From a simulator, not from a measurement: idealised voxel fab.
process module | voxel tone inversion
cross-section cut | 155 nm wide | cells 5 nm
A cross-section is a grid of square cells, given in bands from the top down. A band is one or more rows of cells.
Each band's line starts with the height of the band's top and of its bottom, in nm. Then come its materials from left to right, each with its width in nm. One material with "throughout" fills the band from edge to edge. "air" is empty space.
Height 0 is the level under which the wafer as received is all one material. The lowest band goes on downwards, as in "0 down".
A width such as "30 to 40" changes by the same amount from each row of cells to the next, from the band's top row to its bottom row.
"no change" after a step means that no cell of the cross-section changed.
closed voids: empty space of 8 cells or more with no open way to the top, each as width x height at its distance from the left edge, in nm
after a step's settings: what the simulator itself notes on the step
overlay nm, on a step with a mask: how far to the right of its planned place the mask lay; to the left if negative
plan
1 op RECEIVE | material Si
2 op CONFORMAL_DEP | material SiN | thk nm 5
3 op DIRECTIONAL_DEP | material polySi | thk nm 25
4 op PATTERN | tone cover | mask id POSTS | material resist | width nm 15 | pitch nm 45 | thk nm 30 | overlay nm 0
5 op DIRECTIONAL_ETCH | etch materials polySi | depth nm 25
6 op STRIP | etch materials resist
7 op FILL_DEP | material SiO2 | thk nm 10
8 op CMP | height nm 30
9 op STRIP | etch materials polySi
10 op CONFORMAL_DEP | material TiN | thk nm 5
11 op FILL_DEP | material W | thk nm 10
12 op CMP | height nm 30
13 op CONFORMAL_DEP | material SiN | thk nm 5
first wafer, as planned
as received, after step 1
  0 down: Si throughout
  closed voids: none
after step 2
  5 to 0: SiN throughout
  below 0: unchanged
after step 3
  30 to 5: polySi throughout
  below 5: unchanged
after step 4
  60 to 30: air 45 | resist 15 | air 30 | resist 15 | air 50
  below 30: unchanged
after step 5
  60 to 30: air 45 | resist 15 | air 30 | resist 15 | air 50
  30 to 5: air 45 | polySi 15 | air 30 | polySi 15 | air 50
  below 5: unchanged
after step 6
  30 to 5: air 45 | polySi 15 | air 30 | polySi 15 | air 50
  below 5: unchanged
after step 7
  40 to 30: SiO2 throughout
  30 to 5: SiO2 45 | polySi 15 | SiO2 30 | polySi 15 | SiO2 50
  below 5: unchanged
after step 8
  30 to 5: SiO2 45 | polySi 15 | SiO2 30 | polySi 15 | SiO2 50
  below 5: unchanged
after step 9
  30 to 5: SiO2 45 | air 15 | SiO2 30 | air 15 | SiO2 50
  below 5: unchanged
after step 10
  35 to 30: TiN 50 | air 5 | TiN 40 | air 5 | TiN 55
  30 to 10: SiO2 45 | TiN 5 | air 5 | TiN 5 | SiO2 30 | TiN 5 | air 5 | TiN 5 | SiO2 50
  10 to 5: SiO2 45 | TiN 15 | SiO2 30 | TiN 15 | SiO2 50
  below 5: unchanged
after step 11
  45 to 35: W throughout
  35 to 30: TiN 50 | W 5 | TiN 40 | W 5 | TiN 55
  30 to 10: SiO2 45 | TiN 5 | W 5 | TiN 5 | SiO2 30 | TiN 5 | W 5 | TiN 5 | SiO2 50
  below 10: unchanged
after step 12
  30 to 10: SiO2 45 | TiN 5 | W 5 | TiN 5 | SiO2 30 | TiN 5 | W 5 | TiN 5 | SiO2 50
  below 10: unchanged
after step 13
  35 to 30: SiN throughout
  below 30: unchanged
second wafer: like start, like plan, one mistake. Through step 3 it matches the first wafer
when step 4 should have ended
  60 to 30: resist 45 | air 15 | resist 30 | air 15 | resist 50
  below 30: unchanged
when step 5 should have ended
  60 to 30: resist 45 | air 15 | resist 30 | air 15 | resist 50
  30 to 5: polySi 45 | air 15 | polySi 30 | air 15 | polySi 50
  below 5: unchanged
when step 6 should have ended
  30 to 5: polySi 45 | air 15 | polySi 30 | air 15 | polySi 50
  below 5: unchanged
when step 7 should have ended
  40 to 30: SiO2 throughout
  30 to 5: polySi 45 | SiO2 15 | polySi 30 | SiO2 15 | polySi 50
  below 5: unchanged
when step 8 should have ended
  30 to 5: polySi 45 | SiO2 15 | polySi 30 | SiO2 15 | polySi 50
  below 5: unchanged
when step 9 should have ended
  30 to 5: air 45 | SiO2 15 | air 30 | SiO2 15 | air 50
  below 5: unchanged
when step 10 should have ended
  35 to 30: air 40 | TiN 25 | air 20 | TiN 25 | air 45
  30 to 10: air 40 | TiN 5 | SiO2 15 | TiN 5 | air 20 | TiN 5 | SiO2 15 | TiN 5 | air 45
  10 to 5: TiN 45 | SiO2 15 | TiN 30 | SiO2 15 | TiN 50
  below 5: unchanged
when step 11 should have ended
  45 to 35: W throughout
  35 to 30: W 40 | TiN 25 | W 20 | TiN 25 | W 45
  30 to 10: W 40 | TiN 5 | SiO2 15 | TiN 5 | W 20 | TiN 5 | SiO2 15 | TiN 5 | W 45
  below 10: unchanged
when step 12 should have ended
  30 to 10: W 40 | TiN 5 | SiO2 15 | TiN 5 | W 20 | TiN 5 | SiO2 15 | TiN 5 | W 45
  below 10: unchanged
when step 13 should have ended
  35 to 30: SiN throughout
  below 30: unchanged
what went wrong: step 4 ran as: op PATTERN | tone open | mask id POSTS | material resist | width nm 15 | pitch nm 45 | thk nm 30 | overlay nm 0
at the end the second wafer has, in cells: 95 fewer of SiO2 | 19 more of TiN | 76 more of W
